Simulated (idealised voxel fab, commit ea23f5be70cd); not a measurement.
You're looking at the process module voxel transistor to metal.
Xsec cut, 165 nm wide, square cell size 5 nm.
Heads up, the way a cross-section reads in here is a grid of square cells, handed over as bands from the top down, with every band being one or more rows of cells.
Per band: top height and bottom height in nm, followed by the left-to-right materials and their widths in nm; "edge to edge" marks a single material spanning edge to edge, "empty" marks empty space.
Height is counted from the level 0, under which the received wafer is composed throughout of one material. The lowest of the bands is not closed at the bottom but continues downward, in the notation "0 nm and below".
A width such as "30 to 40" changes by the same amount from each row of cells to the next, from the band's top row to its bottom row.
You'll sometimes find "remained unchanged" written for a step, and that's the way of saying that nowhere in the cross-section did a cell change during that step.
If an empty space has no open way to the top and is at least 8 cells in size, "Enclosed void entries" lists it, written width x height at distance, where distance is measured from the left edge and every value is in nm.
Formally, on a step line, whatever follows the settings is a remark that the simulator itself makes on the step.
"overlay nm", when on a step's line for a step with a mask, measures how far to the right of its planned place the mask lay; a negative measure means to the left.
## Set out below are the planned steps of the process
1: RECEIVE | material Si
2: OXIDIZE | depth nm 5
3: CONFORMAL_DEP | material SiN | thk nm 10
4: MASKED_ETCH | tone cover | mask id ACTIVE | width nm 110 | etch materials SiN | depth nm 10 | overlay nm 0
5: MASKED_ETCH | tone cover | mask id ACTIVE | width nm 110 | etch materials SiO2 | depth nm 5 | overlay nm 0
6: MASKED_ETCH | tone cover | mask id ACTIVE | width nm 110 | etch materials Si | depth nm 25 | overlay nm 0
7: OXIDIZE | depth nm 5
8: FILL_DEP | material SiO2 | thk nm 15
9: CMP | height nm 10
10: SELECTIVE_ETCH | etch materials SiO2 | depth nm 5
11: STRIP | etch materials SiN
12: SELECTIVE_ETCH | etch materials SiO2 | depth nm 5
13: OXIDIZE | depth nm 5
14: DIRECTIONAL_DEP | material polySi | thk nm 30
15: DIRECTIONAL_DEP | material SiCN | thk nm 15
16: PATTERN | tone cover | mask id GATE | material resist | width nm 30 | thk nm 15 | overlay nm 0
17: DIRECTIONAL_ETCH | etch materials SiCN | depth nm 25
18: DIRECTIONAL_ETCH | etch materials polySi | depth nm 40
19: STRIP | etch materials resist
20: CONFORMAL_DEP | material SiO2 | thk nm 5
21: DIRECTIONAL_ETCH | etch materials SiO2 | depth nm 5
22: CONFORMAL_DEP | material SiN | thk nm 10
23: DIRECTIONAL_ETCH | etch materials SiN | depth nm 10
24: DIRECTIONAL_ETCH | etch materials SiO2 | depth nm 5
25: DIRECTIONAL_ETCH | etch materials Si | depth nm 5
26: EPI | material pSi | thk nm 10
27: FILL_DEP | material SiO2 | thk nm 10
28: CMP | height nm 25
29: STRIP | etch materials polySi
30: SELECTIVE_ETCH | etch materials SiO2 | depth nm 5
31: CONFORMAL_DEP | material HfO2 | thk nm 5
32: CONFORMAL_DEP | material TiN | thk nm 5
33: FILL_DEP | material W | thk nm 5
34: CMP | height nm 20
35: DIRECTIONAL_DEP | material SiO2 | thk nm 10
36: PATTERN | tone open | mask id CONTACT | material resist | width nm 15 | pitch nm 75 | thk nm 20 | overlay nm 0
37: DIRECTIONAL_ETCH | etch materials SiO2 | depth nm 30
38: STRIP | etch materials resist
39: CONFORMAL_DEP | material TiN | thk nm 5
40: FILL_DEP | material Ru | thk nm 10
41: CMP | height nm 30
42: DIRECTIONAL_DEP | material TiN | thk nm 5
43: DIRECTIONAL_DEP | material W | thk nm 15
44: PATTERN | tone cover | mask id METAL_1 | material resist | width nm 15 | pitch nm 75 | thk nm 20 | overlay nm 0
45: DIRECTIONAL_ETCH | etch materials W | depth nm 15
46: DIRECTIONAL_ETCH | etch materials TiN | depth nm 5
47: STRIP | etch materials resist
48: FILL_DEP | material lowk | thk nm 5
49: CMP | height nm 50
50: CONFORMAL_DEP | material SiCN | thk nm 5
## So, the first of our two wafers, run just as we planned it
## Received-state cross-section, reflecting completion of step 1
0 nm and below | Si edge to edge
Enclosed void entries: none
## Wafer after step 2 (cross-section)
0 nm to -5 nm | SiO2 edge to edge
Lower than -5, everything is as it was.
## Wafer after step 3 (cross-section)
10 nm to 0 nm | SiN edge to edge
Lower than 0, everything is as it was.
## Wafer after step 4 (cross-section)
10 nm to 0 nm | empty: 25, SiN: 110, empty: 30
Lower than 0, everything is as it was.
## Wafer after step 5 (cross-section)
10 nm to 0 nm | empty: 25, SiN: 110, empty: 30
0 nm to -5 nm | empty: 25, SiO2: 110, empty: 30
Lower than -5, everything is as it was.
## Wafer after step 6 (cross-section)
10 nm to 0 nm | empty: 25, SiN: 110, empty: 30
0 nm to -5 nm | empty: 25, SiO2: 110, empty: 30
-5 nm to -30 nm | empty: 25, Si: 110, empty: 30
Lower than -30, everything is as it was.
## Wafer after step 7 (cross-section)
10 nm to 0 nm | empty: 25, SiN: 110, empty: 30
0 nm to -5 nm | empty: 25, SiO2: 110, empty: 30
-5 nm to -30 nm | empty: 25, SiO2: 5, Si: 100, SiO2: 5, empty: 30
-30 nm to -35 nm | SiO2: 30, Si: 100, SiO2: 35
Lower than -35, everything is as it was.
## Wafer after step 8 (cross-section)
25 nm to 10 nm | SiO2 edge to edge
10 nm to 0 nm | SiO2: 25, SiN: 110, SiO2: 30
0 nm to -5 nm | SiO2 edge to edge
-5 nm to -35 nm | SiO2: 30, Si: 100, SiO2: 35
Lower than -35, everything is as it was.
## Wafer after step 9 (cross-section)
10 nm to 0 nm | SiO2: 25, SiN: 110, SiO2: 30
Lower than 0, everything is as it was.
## Wafer after step 10 (cross-section)
10 nm to 5 nm | empty: 25, SiN: 110, empty: 30
Lower than 5, everything is as it was.
## Wafer after step 11 (cross-section)
5 nm to 0 nm | SiO2: 25, empty: 110, SiO2: 30
Lower than 0, everything is as it was.
## Wafer after step 12 (cross-section)
0 nm to -5 nm | SiO2: 20, empty: 120, SiO2: 25
Lower than -5, everything is as it was.
## Wafer after step 13 (cross-section)
0 nm to -5 nm | SiO2: 20, empty: 120, SiO2: 25
-5 nm to -10 nm | SiO2 edge to edge
Lower than -10, everything is as it was.
## Wafer after step 14 (cross-section)
30 nm to 25 nm | polySi: 20, empty: 120, polySi: 25
25 nm to 0 nm | polySi edge to edge
0 nm to -5 nm | SiO2: 20, polySi: 120, SiO2: 25
Lower than -5, everything is as it was.
## Wafer after step 15 (cross-section)
45 nm to 40 nm | SiCN: 20, empty: 120, SiCN: 25
40 nm to 30 nm | SiCN edge to edge
30 nm to 25 nm | polySi: 20, SiCN: 120, polySi: 25
Lower than 25, everything is as it was.
## Wafer after step 16 (cross-section)
60 nm to 45 nm | empty: 65, resist: 30, empty: 70
45 nm to 40 nm | SiCN: 20, empty: 45, resist: 30, empty: 45, SiCN: 25
Lower than 40, everything is as it was.
## Wafer after step 17 (cross-section)
60 nm to 40 nm | empty: 65, resist: 30, empty: 70
40 nm to 30 nm | empty: 65, SiCN: 30, empty: 70
30 nm to 25 nm | polySi: 20, empty: 45, SiCN: 30, empty: 45, polySi: 25
Lower than 25, everything is as it was.
## Wafer after step 18 (cross-section)
60 nm to 40 nm | empty: 65, resist: 30, empty: 70
40 nm to 25 nm | empty: 65, SiCN: 30, empty: 70
25 nm to 0 nm | empty: 65, polySi: 30, empty: 70
0 nm to -5 nm | SiO2: 20, empty: 45, polySi: 30, empty: 45, SiO2: 25
Lower than -5, everything is as it was.
## Wafer after step 19 (cross-section)
40 nm to 25 nm | empty: 65, SiCN: 30, empty: 70
Lower than 25, everything is as it was.
## Wafer after step 20 (cross-section)
45 nm to 40 nm | empty: 60, SiO2: 40, empty: 65
40 nm to 25 nm | empty: 60, SiO2: 5, SiCN: 30, SiO2: 5, empty: 65
25 nm to 5 nm | empty: 60, SiO2: 5, polySi: 30, SiO2: 5, empty: 65
5 nm to 0 nm | SiO2: 25, empty: 35, SiO2: 5, polySi: 30, SiO2: 5, empty: 35, SiO2: 30
0 nm to -5 nm | SiO2: 65, polySi: 30, SiO2: 70
Lower than -5, everything is as it was.
## Wafer after step 21 (cross-section)
40 nm to 25 nm | empty: 60, SiO2: 5, SiCN: 30, SiO2: 5, empty: 65
25 nm to 0 nm | empty: 60, SiO2: 5, polySi: 30, SiO2: 5, empty: 65
0 nm to -5 nm | SiO2: 25, empty: 35, SiO2: 5, polySi: 30, SiO2: 5, empty: 35, SiO2: 30
Lower than -5, everything is as it was.
## Wafer after step 22 (cross-section)
50 nm to 40 nm | empty: 50, SiN: 60, empty: 55
40 nm to 25 nm | empty: 50, SiN: 10, SiO2: 5, SiCN: 30, SiO2: 5, SiN: 10, empty: 55
25 nm to 10 nm | empty: 50, SiN: 10, SiO2: 5, polySi: 30, SiO2: 5, SiN: 10, empty: 55
10 nm to 5 nm | SiN: 35, empty: 15, SiN: 10, SiO2: 5, polySi: 30, SiO2: 5, SiN: 10, empty: 15, SiN: 40
5 nm to 0 nm | SiN: 60, SiO2: 5, polySi: 30, SiO2: 5, SiN: 65
0 nm to -5 nm | SiO2: 25, SiN: 35, SiO2: 5, polySi: 30, SiO2: 5, SiN: 35, SiO2: 30
Lower than -5, everything is as it was.
## Wafer after step 23 (cross-section)
40 nm to 25 nm | empty: 50, SiN: 10, SiO2: 5, SiCN: 30, SiO2: 5, SiN: 10, empty: 55
25 nm to 0 nm | empty: 50, SiN: 10, SiO2: 5, polySi: 30, SiO2: 5, SiN: 10, empty: 55
0 nm to -5 nm | SiO2: 25, SiN: 10, empty: 15, SiN: 10, SiO2: 5, polySi: 30, SiO2: 5, SiN: 10, empty: 15, SiN: 10, SiO2: 30
Lower than -5, everything is as it was.
## Wafer after step 24 (cross-section)
40 nm to 35 nm | empty: 50, SiN: 10, empty: 5, SiCN: 30, empty: 5, SiN: 10, empty: 55
35 nm to 25 nm | empty: 50, SiN: 10, SiO2: 5, SiCN: 30, SiO2: 5, SiN: 10, empty: 55
25 nm to 0 nm | empty: 50, SiN: 10, SiO2: 5, polySi: 30, SiO2: 5, SiN: 10, empty: 55
0 nm to -5 nm | empty: 25, SiN: 10, empty: 15, SiN: 10, SiO2: 5, polySi: 30, SiO2: 5, SiN: 10, empty: 15, SiN: 10, empty: 30
-5 nm to -10 nm | SiO2: 35, empty: 15, SiO2: 60, empty: 15, SiO2: 40
Lower than -10, everything is as it was.
## Wafer after step 25 (cross-section)
40 nm to 35 nm | empty: 50, SiN: 10, empty: 5, SiCN: 30, empty: 5, SiN: 10, empty: 55
35 nm to 25 nm | empty: 50, SiN: 10, SiO2: 5, SiCN: 30, SiO2: 5, SiN: 10, empty: 55
25 nm to 0 nm | empty: 50, SiN: 10, SiO2: 5, polySi: 30, SiO2: 5, SiN: 10, empty: 55
0 nm to -5 nm | empty: 25, SiN: 10, empty: 15, SiN: 10, SiO2: 5, polySi: 30, SiO2: 5, SiN: 10, empty: 15, SiN: 10, empty: 30
-5 nm to -10 nm | SiO2: 35, empty: 15, SiO2: 60, empty: 15, SiO2: 40
-10 nm to -15 nm | SiO2: 30, Si: 5, empty: 15, Si: 60, empty: 15, Si: 5, SiO2: 35
Lower than -15, everything is as it was.
## Wafer after step 26 (cross-section)
40 nm to 35 nm | empty: 50, SiN: 10, empty: 5, SiCN: 30, empty: 5, SiN: 10, empty: 55
35 nm to 25 nm | empty: 50, SiN: 10, SiO2: 5, SiCN: 30, SiO2: 5, SiN: 10, empty: 55
25 nm to 0 nm | empty: 50, SiN: 10, SiO2: 5, polySi: 30, SiO2: 5, SiN: 10, empty: 55
0 nm to -5 nm | empty: 25, SiN: 10, pSi: 15, SiN: 10, SiO2: 5, polySi: 30, SiO2: 5, SiN: 10, pSi: 15, SiN: 10, empty: 30
-5 nm to -10 nm | SiO2: 35, pSi: 15, SiO2: 60, pSi: 15, SiO2: 40
-10 nm to -15 nm | SiO2: 30, Si: 5, pSi: 15, Si: 60, pSi: 15, Si: 5, SiO2: 35
Lower than -15, everything is as it was.
## Wafer after step 27 (cross-section)
50 nm to 40 nm | SiO2 edge to edge
40 nm to 25 nm | SiO2: 50, SiN: 10, SiO2: 5, SiCN: 30, SiO2: 5, SiN: 10, SiO2: 55
25 nm to 0 nm | SiO2: 50, SiN: 10, SiO2: 5, polySi: 30, SiO2: 5, SiN: 10, SiO2: 55
0 nm to -5 nm | SiO2: 25, SiN: 10, pSi: 15, SiN: 10, SiO2: 5, polySi: 30, SiO2: 5, SiN: 10, pSi: 15, SiN: 10, SiO2: 30
Lower than -5, everything is as it was.
## Wafer after step 28 (cross-section)
25 nm to 0 nm | SiO2: 50, SiN: 10, SiO2: 5, polySi: 30, SiO2: 5, SiN: 10, SiO2: 55
Lower than 0, everything is as it was.
## Wafer after step 29 (cross-section)
25 nm to 0 nm | SiO2: 50, SiN: 10, SiO2: 5, empty: 30, SiO2: 5, SiN: 10, SiO2: 55
0 nm to -5 nm | SiO2: 25, SiN: 10, pSi: 15, SiN: 10, SiO2: 5, empty: 30, SiO2: 5, SiN: 10, pSi: 15, SiN: 10, SiO2: 30
Lower than -5, everything is as it was.
## Wafer after step 30 (cross-section)
25 nm to 20 nm | empty: 50, SiN: 10, empty: 40, SiN: 10, empty: 55
20 nm to 0 nm | SiO2: 50, SiN: 10, empty: 40, SiN: 10, SiO2: 55
0 nm to -5 nm | SiO2: 25, SiN: 10, pSi: 15, SiN: 10, empty: 40, SiN: 10, pSi: 15, SiN: 10, SiO2: 30
-5 nm to -10 nm | SiO2: 35, pSi: 15, SiO2: 10, empty: 40, SiO2: 10, pSi: 15, SiO2: 40
Lower than -10, everything is as it was.
## Wafer after step 31 (cross-section)
30 nm to 25 nm | empty: 45, HfO2: 20, empty: 30, HfO2: 20, empty: 50
25 nm to 20 nm | HfO2: 50, SiN: 10, HfO2: 5, empty: 30, HfO2: 5, SiN: 10, HfO2: 55
20 nm to 0 nm | SiO2: 50, SiN: 10, HfO2: 5, empty: 30, HfO2: 5, SiN: 10, SiO2: 55
0 nm to -5 nm | SiO2: 25, SiN: 10, pSi: 15, SiN: 10, HfO2: 5, empty: 30, HfO2: 5, SiN: 10, pSi: 15, SiN: 10, SiO2: 30
-5 nm to -10 nm | SiO2: 35, pSi: 15, SiO2: 10, HfO2: 40, SiO2: 10, pSi: 15, SiO2: 40
Lower than -10, everything is as it was.
## Wafer after step 32 (cross-section)
35 nm to 30 nm | empty: 40, TiN: 30, empty: 20, TiN: 30, empty: 45
30 nm to 25 nm | TiN: 45, HfO2: 20, TiN: 5, empty: 20, TiN: 5, HfO2: 20, TiN: 50
25 nm to 20 nm | HfO2: 50, SiN: 10, HfO2: 5, TiN: 5, empty: 20, TiN: 5, HfO2: 5, SiN: 10, HfO2: 55
20 nm to 0 nm | SiO2: 50, SiN: 10, HfO2: 5, TiN: 5, empty: 20, TiN: 5, HfO2: 5, SiN: 10, SiO2: 55
0 nm to -5 nm | SiO2: 25, SiN: 10, pSi: 15, SiN: 10, HfO2: 5, TiN: 30, HfO2: 5, SiN: 10, pSi: 15, SiN: 10, SiO2: 30
Lower than -5, everything is as it was.
## Wafer after step 33 (cross-section)
40 nm to 35 nm | W edge to edge
35 nm to 30 nm | W: 40, TiN: 30, W: 20, TiN: 30, W: 45
30 nm to 25 nm | TiN: 45, HfO2: 20, TiN: 5, W: 20, TiN: 5, HfO2: 20, TiN: 50
25 nm to 20 nm | HfO2: 50, SiN: 10, HfO2: 5, TiN: 5, W: 20, TiN: 5, HfO2: 5, SiN: 10, HfO2: 55
20 nm to 0 nm | SiO2: 50, SiN: 10, HfO2: 5, TiN: 5, W: 20, TiN: 5, HfO2: 5, SiN: 10, SiO2: 55
Lower than 0, everything is as it was.
## Wafer after step 34 (cross-section)
20 nm to 0 nm | SiO2: 50, SiN: 10, HfO2: 5, TiN: 5, W: 20, TiN: 5, HfO2: 5, SiN: 10, SiO2: 55
Lower than 0, everything is as it was.
## Wafer after step 35 (cross-section)
30 nm to 20 nm | SiO2 edge to edge
Lower than 20, everything is as it was.
## Wafer after step 36 (cross-section)
50 nm to 30 nm | resist: 35, empty: 15, resist: 60, empty: 15, resist: 40
Lower than 30, everything is as it was.
## Wafer after step 37 (cross-section)
50 nm to 30 nm | resist: 35, empty: 15, resist: 60, empty: 15, resist: 40
30 nm to 20 nm | SiO2: 35, empty: 15, SiO2: 60, empty: 15, SiO2: 40
20 nm to 0 nm | SiO2: 35, empty: 15, SiN: 10, HfO2: 5, TiN: 5, W: 20, TiN: 5, HfO2: 5, SiN: 10, empty: 15, SiO2: 40
Lower than 0, everything is as it was.
## Wafer after step 38 (cross-section)
30 nm to 20 nm | SiO2: 35, empty: 15, SiO2: 60, empty: 15, SiO2: 40
Lower than 20, everything is as it was.
## Wafer after step 39 (cross-section)
35 nm to 30 nm | TiN: 40, empty: 5, TiN: 70, empty: 5, TiN: 45
30 nm to 20 nm | SiO2: 35, TiN: 5, empty: 5, TiN: 5, SiO2: 60, TiN: 5, empty: 5, TiN: 5, SiO2: 40
20 nm to 5 nm | SiO2: 35, TiN: 5, empty: 5, TiN: 5, SiN: 10, HfO2: 5, TiN: 5, W: 20, TiN: 5, HfO2: 5, SiN: 10, TiN: 5, empty: 5, TiN: 5, SiO2: 40
5 nm to 0 nm | SiO2: 35, TiN: 15, SiN: 10, HfO2: 5, TiN: 5, W: 20, TiN: 5, HfO2: 5, SiN: 10, TiN: 15, SiO2: 40
Lower than 0, everything is as it was.
## Wafer after step 40 (cross-section)
45 nm to 35 nm | Ru edge to edge
35 nm to 30 nm | TiN: 40, Ru: 5, TiN: 70, Ru: 5, TiN: 45
30 nm to 20 nm | SiO2: 35, TiN: 5, Ru: 5, TiN: 5, SiO2: 60, TiN: 5, Ru: 5, TiN: 5, SiO2: 40
20 nm to 5 nm | SiO2: 35, TiN: 5, Ru: 5, TiN: 5, SiN: 10, HfO2: 5, TiN: 5, W: 20, TiN: 5, HfO2: 5, SiN: 10, TiN: 5, Ru: 5, TiN: 5, SiO2: 40
Lower than 5, everything is as it was.
## Wafer after step 41 (cross-section)
30 nm to 20 nm | SiO2: 35, TiN: 5, Ru: 5, TiN: 5, SiO2: 60, TiN: 5, Ru: 5, TiN: 5, SiO2: 40
Lower than 20, everything is as it was.
## Wafer after step 42 (cross-section)
35 nm to 30 nm | TiN edge to edge
Lower than 30, everything is as it was.
## Wafer after step 43 (cross-section)
50 nm to 35 nm | W edge to edge
Lower than 35, everything is as it was.
## Wafer after step 44 (cross-section)
70 nm to 50 nm | empty: 35, resist: 15, empty: 60, resist: 15, empty: 40
Lower than 50, everything is as it was.
## Wafer after step 45 (cross-section)
70 nm to 50 nm | empty: 35, resist: 15, empty: 60, resist: 15, empty: 40
50 nm to 35 nm | empty: 35, W: 15, empty: 60, W: 15, empty: 40
Lower than 35, everything is as it was.
## Wafer after step 46 (cross-section)
70 nm to 50 nm | empty: 35, resist: 15, empty: 60, resist: 15, empty: 40
50 nm to 35 nm | empty: 35, W: 15, empty: 60, W: 15, empty: 40
35 nm to 30 nm | empty: 35, TiN: 15, empty: 60, TiN: 15, empty: 40
Lower than 30, everything is as it was.
## Wafer after step 47 (cross-section)
50 nm to 35 nm | empty: 35, W: 15, empty: 60, W: 15, empty: 40
Lower than 35, everything is as it was.
## Wafer after step 48 (cross-section)
55 nm to 50 nm | lowk edge to edge
50 nm to 35 nm | lowk: 35, W: 15, lowk: 60, W: 15, lowk: 40
35 nm to 30 nm | lowk: 35, TiN: 15, lowk: 60, TiN: 15, lowk: 40
Lower than 30, everything is as it was.
## Wafer after step 49 (cross-section)
50 nm to 35 nm | lowk: 35, W: 15, lowk: 60, W: 15, lowk: 40
Lower than 35, everything is as it was.
## Wafer after step 50 (cross-section)
55 nm to 50 nm | SiCN edge to edge
Lower than 50, everything is as it was.
## Now the other wafer: same start, same recipe, but we messed up one thing when running it. Up to and including step 21 it's the same as the first one
Second wafer shown in cross-section at the time step 22 was slated to end: remained unchanged
Second wafer shown in cross-section at the time step 23 was slated to end: remained unchanged
## Second wafer shown in cross-section at the time step 24 was slated to end
40 nm to 35 nm | empty: 65, SiCN: 30, empty: 70
35 nm to 25 nm | empty: 60, SiO2: 5, SiCN: 30, SiO2: 5, empty: 65
25 nm to -5 nm | empty: 60, SiO2: 5, polySi: 30, SiO2: 5, empty: 65
-5 nm to -10 nm | SiO2: 25, empty: 35, SiO2: 40, empty: 35, SiO2: 30
Lower than -10, everything is as it was.
## Second wafer shown in cross-section at the time step 25 was slated to end
40 nm to 35 nm | empty: 65, SiCN: 30, empty: 70
35 nm to 25 nm | empty: 60, SiO2: 5, SiCN: 30, SiO2: 5, empty: 65
25 nm to -5 nm | empty: 60, SiO2: 5, polySi: 30, SiO2: 5, empty: 65
-5 nm to -10 nm | SiO2: 25, empty: 35, SiO2: 40, empty: 35, SiO2: 30
-10 nm to -15 nm | SiO2: 30, empty: 30, Si: 40, empty: 30, SiO2: 35
Lower than -15, everything is as it was.
## Second wafer shown in cross-section at the time step 26 was slated to end
40 nm to 35 nm | empty: 65, SiCN: 30, empty: 70
35 nm to 25 nm | empty: 60, SiO2: 5, SiCN: 30, SiO2: 5, empty: 65
25 nm to 0 nm | empty: 60, SiO2: 5, polySi: 30, SiO2: 5, empty: 65
0 nm to -5 nm | empty: 50, pSi: 10, SiO2: 5, polySi: 30, SiO2: 5, pSi: 10, empty: 55
-5 nm to -10 nm | SiO2: 25, pSi: 35, SiO2: 40, pSi: 35, SiO2: 30
-10 nm to -15 nm | SiO2: 30, pSi: 30, Si: 40, pSi: 30, SiO2: 35
Lower than -15, everything is as it was.
## Second wafer shown in cross-section at the time step 27 was slated to end
50 nm to 40 nm | SiO2 edge to edge
40 nm to 25 nm | SiO2: 65, SiCN: 30, SiO2: 70
25 nm to 0 nm | SiO2: 65, polySi: 30, SiO2: 70
0 nm to -5 nm | SiO2: 50, pSi: 10, SiO2: 5, polySi: 30, SiO2: 5, pSi: 10, SiO2: 55
Lower than -5, everything is as it was.
## Second wafer shown in cross-section at the time step 28 was slated to end
25 nm to 0 nm | SiO2: 65, polySi: 30, SiO2: 70
Lower than 0, everything is as it was.
## Second wafer shown in cross-section at the time step 29 was slated to end
25 nm to 0 nm | SiO2: 65, empty: 30, SiO2: 70
0 nm to -5 nm | SiO2: 50, pSi: 10, SiO2: 5, empty: 30, SiO2: 5, pSi: 10, SiO2: 55
Lower than -5, everything is as it was.
## Second wafer shown in cross-section at the time step 30 was slated to end
20 nm to 0 nm | SiO2: 60, empty: 40, SiO2: 65
0 nm to -10 nm | SiO2: 50 to 25, pSi: 10 to 35, empty: 40, pSi: 10 to 35, SiO2: 55 to 30
Lower than -10, everything is as it was.
## Second wafer shown in cross-section at the time step 31 was slated to end
25 nm to 20 nm | HfO2: 65, empty: 30, HfO2: 70
20 nm to 0 nm | SiO2: 60, HfO2: 5, empty: 30, HfO2: 5, SiO2: 65
0 nm to -5 nm | SiO2: 50, pSi: 10, HfO2: 5, empty: 30, HfO2: 5, pSi: 10, SiO2: 55
-5 nm to -10 nm | SiO2: 25, pSi: 35, HfO2: 40, pSi: 35, SiO2: 30
Lower than -10, everything is as it was.
## Second wafer shown in cross-section at the time step 32 was slated to end
30 nm to 25 nm | TiN: 70, empty: 20, TiN: 75
25 nm to 20 nm | HfO2: 65, TiN: 5, empty: 20, TiN: 5, HfO2: 70
20 nm to 0 nm | SiO2: 60, HfO2: 5, TiN: 5, empty: 20, TiN: 5, HfO2: 5, SiO2: 65
0 nm to -5 nm | SiO2: 50, pSi: 10, HfO2: 5, TiN: 30, HfO2: 5, pSi: 10, SiO2: 55
Lower than -5, everything is as it was.
## Second wafer shown in cross-section at the time step 33 was slated to end
35 nm to 30 nm | W edge to edge
30 nm to 25 nm | TiN: 70, W: 20, TiN: 75
25 nm to 20 nm | HfO2: 65, TiN: 5, W: 20, TiN: 5, HfO2: 70
20 nm to 0 nm | SiO2: 60, HfO2: 5, TiN: 5, W: 20, TiN: 5, HfO2: 5, SiO2: 65
Lower than 0, everything is as it was.
## Second wafer shown in cross-section at the time step 34 was slated to end
20 nm to 0 nm | SiO2: 60, HfO2: 5, TiN: 5, W: 20, TiN: 5, HfO2: 5, SiO2: 65
Lower than 0, everything is as it was.
## Second wafer shown in cross-section at the time step 35 was slated to end
30 nm to 20 nm | SiO2 edge to edge
Lower than 20, everything is as it was.
## Second wafer shown in cross-section at the time step 36 was slated to end
50 nm to 30 nm | resist: 35, empty: 15, resist: 60, empty: 15, resist: 40
Lower than 30, everything is as it was.
## Second wafer shown in cross-section at the time step 37 was slated to end
50 nm to 30 nm | resist: 35, empty: 15, resist: 60, empty: 15, resist: 40
30 nm to 20 nm | SiO2: 35, empty: 15, SiO2: 60, empty: 15, SiO2: 40
20 nm to 0 nm | SiO2: 35, empty: 15, SiO2: 10, HfO2: 5, TiN: 5, W: 20, TiN: 5, HfO2: 5, SiO2: 10, empty: 15, SiO2: 40
Lower than 0, everything is as it was.
## Second wafer shown in cross-section at the time step 38 was slated to end
30 nm to 20 nm | SiO2: 35, empty: 15, SiO2: 60, empty: 15, SiO2: 40
Lower than 20, everything is as it was.
## Second wafer shown in cross-section at the time step 39 was slated to end
35 nm to 30 nm | TiN: 40, empty: 5, TiN: 70, empty: 5, TiN: 45
30 nm to 20 nm | SiO2: 35, TiN: 5, empty: 5, TiN: 5, SiO2: 60, TiN: 5, empty: 5, TiN: 5, SiO2: 40
20 nm to 5 nm | SiO2: 35, TiN: 5, empty: 5, TiN: 5, SiO2: 10, HfO2: 5, TiN: 5, W: 20, TiN: 5, HfO2: 5, SiO2: 10, TiN: 5, empty: 5, TiN: 5, SiO2: 40
5 nm to 0 nm | SiO2: 35, TiN: 15, SiO2: 10, HfO2: 5, TiN: 5, W: 20, TiN: 5, HfO2: 5, SiO2: 10, TiN: 15, SiO2: 40
Lower than 0, everything is as it was.
## Second wafer shown in cross-section at the time step 40 was slated to end
45 nm to 35 nm | Ru edge to edge
35 nm to 30 nm | TiN: 40, Ru: 5, TiN: 70, Ru: 5, TiN: 45
30 nm to 20 nm | SiO2: 35, TiN: 5, Ru: 5, TiN: 5, SiO2: 60, TiN: 5, Ru: 5, TiN: 5, SiO2: 40
20 nm to 5 nm | SiO2: 35, TiN: 5, Ru: 5, TiN: 5, SiO2: 10, HfO2: 5, TiN: 5, W: 20, TiN: 5, HfO2: 5, SiO2: 10, TiN: 5, Ru: 5, TiN: 5, SiO2: 40
Lower than 5, everything is as it was.
## Second wafer shown in cross-section at the time step 41 was slated to end
30 nm to 20 nm | SiO2: 35, TiN: 5, Ru: 5, TiN: 5, SiO2: 60, TiN: 5, Ru: 5, TiN: 5, SiO2: 40
Lower than 20, everything is as it was.
## Second wafer shown in cross-section at the time step 42 was slated to end
35 nm to 30 nm | TiN edge to edge
Lower than 30, everything is as it was.
## Second wafer shown in cross-section at the time step 43 was slated to end
50 nm to 35 nm | W edge to edge
Lower than 35, everything is as it was.
## Second wafer shown in cross-section at the time step 44 was slated to end
70 nm to 50 nm | empty: 35, resist: 15, empty: 60, resist: 15, empty: 40
Lower than 50, everything is as it was.
## Second wafer shown in cross-section at the time step 45 was slated to end
70 nm to 50 nm | empty: 35, resist: 15, empty: 60, resist: 15, empty: 40
50 nm to 35 nm | empty: 35, W: 15, empty: 60, W: 15, empty: 40
Lower than 35, everything is as it was.
## Second wafer shown in cross-section at the time step 46 was slated to end
70 nm to 50 nm | empty: 35, resist: 15, empty: 60, resist: 15, empty: 40
50 nm to 35 nm | empty: 35, W: 15, empty: 60, W: 15, empty: 40
35 nm to 30 nm | empty: 35, TiN: 15, empty: 60, TiN: 15, empty: 40
Lower than 30, everything is as it was.
## Second wafer shown in cross-section at the time step 47 was slated to end
50 nm to 35 nm | empty: 35, W: 15, empty: 60, W: 15, empty: 40
Lower than 35, everything is as it was.
## Second wafer shown in cross-section at the time step 48 was slated to end
55 nm to 50 nm | lowk edge to edge
50 nm to 35 nm | lowk: 35, W: 15, lowk: 60, W: 15, lowk: 40
35 nm to 30 nm | lowk: 35, TiN: 15, lowk: 60, TiN: 15, lowk: 40
Lower than 30, everything is as it was.
## Second wafer shown in cross-section at the time step 49 was slated to end
50 nm to 35 nm | lowk: 35, W: 15, lowk: 60, W: 15, lowk: 40
Lower than 35, everything is as it was.
## Second wafer shown in cross-section at the time step 50 was slated to end
55 nm to 50 nm | SiCN edge to edge
Lower than 50, everything is as it was.
Nonconformance to the process plan: step 22 was left out
Final difference in cells, second wafer against first, listed per material as more or fewer: Si: 6 fewer | SiN: 24 fewer | SiO2: 18 more | pSi: 12 more
